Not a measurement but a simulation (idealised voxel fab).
Process module under the name voxel transistor to metal
We display cut, a cross-section 155 nm in width whose square cells are each 5 nm.
Throughout this document, each cross-section is represented as a grid of square cells and is presented as a sequence of bands enumerated from the top downward, where a band comprises one or more rows of cells.
Heads up on the band format: heights come first, top then bottom, in nm. After that it's the materials left to right, each with its width in nm. A single material flagged "edge to edge" fills the whole band edge to edge, and "empty" means there's empty space there.
Heights are expressed relative to 0, this being the level below which the as-received wafer comprises one material exclusively. The lowest band is unbounded in the downward direction and is denoted as in "0 nm and below".
The expression "30->40" gives the width at the extremes of the band, the first number at its top row of cells and the second at its bottom row, with the width changing by equal amounts from each row to the next in between.
The designation "no change occurred", where it is given for a processing step, indicates that no cell of the cross-section was altered in the course of that step.
Empty spaces without an open route to the top, at least 8 cells in extent, make up the entry "Entrapped voids"; each is given as width x height at distance, where the distance is measured from the left edge, and all are in nm.
Read whatever lies past the settings on a step's line as the simulator's own remark about the step.
overlay nm: mask right of planned place by this much (step with mask). Neg. = left.

**Below is the list of planned process steps**
1 RECEIVE,material Si
2 CONFORMAL_DEP,material SiO2,thk nm 5
3 CONFORMAL_DEP,material SiN,thk nm 15
4 MASKED_ETCH,tone cover,mask id ACTIVE,width nm 95,etch materials SiN,depth nm 15,overlay nm 0
5 MASKED_ETCH,tone cover,mask id ACTIVE,width nm 95,etch materials SiO2,depth nm 5,overlay nm 0
6 MASKED_ETCH,tone cover,mask id ACTIVE,width nm 95,etch materials Si,depth nm 25,overlay nm 0
7 FILL_DEP,material SiO2,thk nm 5
8 CMP,height nm 20
9 SELECTIVE_ETCH,etch materials SiO2,depth nm 15
10 STRIP,etch materials SiN
11 SELECTIVE_ETCH,etch materials SiO2,depth nm 5
12 OXIDIZE,depth nm 5
13 DIRECTIONAL_DEP,material polySi,thk nm 20
14 DIRECTIONAL_DEP,material SiCN,thk nm 10
15 DIRECTIONAL_DEP,material aC,thk nm 10
16 PATTERN,tone cover,mask id GATE,material resist,width nm 25,thk nm 25,overlay nm 0
17 DIRECTIONAL_ETCH,etch materials aC,depth nm 10
18 STRIP,etch materials resist
19 DIRECTIONAL_ETCH,etch materials SiCN,depth nm 20
20 DIRECTIONAL_ETCH,etch materials polySi,depth nm 30
21 STRIP,etch materials aC
22 CONFORMAL_DEP,material SiO2,thk nm 5
23 DIRECTIONAL_ETCH,etch materials SiO2,depth nm 5
24 CONFORMAL_DEP,material SiN,thk nm 5
25 DIRECTIONAL_ETCH,etch materials SiN,depth nm 5
26 DIRECTIONAL_ETCH,etch materials SiO2,depth nm 5
27 EPI,material pSi,thk nm 5
28 FILL_DEP,material SiO2,thk nm 10
29 CMP,height nm 20
30 STRIP,etch materials polySi
31 SELECTIVE_ETCH,etch materials SiO2,depth nm 5
32 CONFORMAL_DEP,material HfO2,thk nm 5
33 CONFORMAL_DEP,material TiN,thk nm 5
34 FILL_DEP,material W,thk nm 5
35 CMP,height nm 15
36 DIRECTIONAL_DEP,material SiO2,thk nm 15
37 MASKED_ETCH,tone open,mask id CONTACT,width nm 15,pitch nm 70,etch materials SiO2,depth nm 30,overlay nm 0
38 CONFORMAL_DEP,material TiN,thk nm 5
39 FILL_DEP,material Ru,thk nm 5
40 CMP,height nm 30
41 DIRECTIONAL_DEP,material TiN,thk nm 5
42 DIRECTIONAL_DEP,material W,thk nm 15
43 PATTERN,tone cover,mask id METAL_1,material resist,width nm 15,pitch nm 70,thk nm 15,overlay nm 0
44 DIRECTIONAL_ETCH,etch materials W,depth nm 15
45 DIRECTIONAL_ETCH,etch materials TiN,depth nm 5
46 STRIP,etch materials resist
47 CONFORMAL_DEP,material SiCN,thk nm 5
48 FILL_DEP,material SiO2,thk nm 5
49 CMP,height nm 50
50 CONFORMAL_DEP,material SiCN,thk nm 5
51 DIRECTIONAL_DEP,material SiO2,thk nm 35
52 PATTERN,tone open,mask id METAL_2,material resist,width nm 15,pitch nm 70,thk nm 20,overlay nm 0
53 DIRECTIONAL_ETCH,etch materials SiO2,depth nm 20
54 STRIP,etch materials resist
55 PATTERN,tone open,mask id METAL_2_HOLES,material resist,width nm 15,pitch nm 70,thk nm 15,overlay nm 0
56 DIRECTIONAL_ETCH,etch materials SiO2,depth nm 15
57 DIRECTIONAL_ETCH,etch materials SiCN,depth nm 5
58 STRIP,etch materials resist
59 CONFORMAL_DEP,material TiN,thk nm 5
60 FILL_DEP,material Ru,thk nm 5
61 CMP,height nm 90
62 CONFORMAL_DEP,material SiCN,thk nm 5

**Cross-section of the wafer at receipt, which is the condition after step 1**
0 nm and below = Si edge to edge
Entrapped voids: none

**This is how the wafer looks in cross-section once the module is done, given the starting state and plan above and one mistake in carrying the plan out**
95 nm to 90 nm = SiCN edge to edge
90 nm to 55 nm = SiO2 35 / TiN 5 / Ru 5 / TiN 5 / SiO2 55 / TiN 5 / Ru 5 / TiN 5 / SiO2 35
55 nm to 50 nm = SiCN 35 / TiN 15 / SiCN 55 / TiN 15 / SiCN 35
50 nm to 35 nm = SiO2 30 / SiCN 5 / W 15 / SiCN 5 / SiO2 45 / SiCN 5 / W 15 / SiCN 5 / SiO2 30
35 nm to 30 nm = SiCN 35 / TiN 15 / SiCN 55 / TiN 15 / SiCN 35
30 nm to 15 nm = SiO2 35 / TiN 5 / Ru 5 / TiN 5 / SiO2 55 / TiN 5 / Ru 5 / TiN 5 / SiO2 35
15 nm to 5 nm = SiO2 35 / TiN 5 / Ru 5 / TiN 5 / SiO2 10 / HfO2 5 / TiN 5 / W 15 / TiN 5 / HfO2 5 / SiO2 10 / TiN 5 / Ru 5 / TiN 5 / SiO2 35
5 nm to 0 nm = SiO2 35 / TiN 15 / SiO2 10 / HfO2 5 / TiN 25 / HfO2 5 / SiO2 10 / TiN 15 / SiO2 35
0 nm to -5 nm = SiO2 25 / pSi 35 / HfO2 35 / pSi 35 / SiO2 25
-5 nm to -25 nm = SiO2 30 / Si 95 / SiO2 30
-25 nm and below = Si edge to edge
Entrapped voids: none
Heads up, the wafer didn't run the way we planned it: step 24 from the plan never happened, it was just skipped
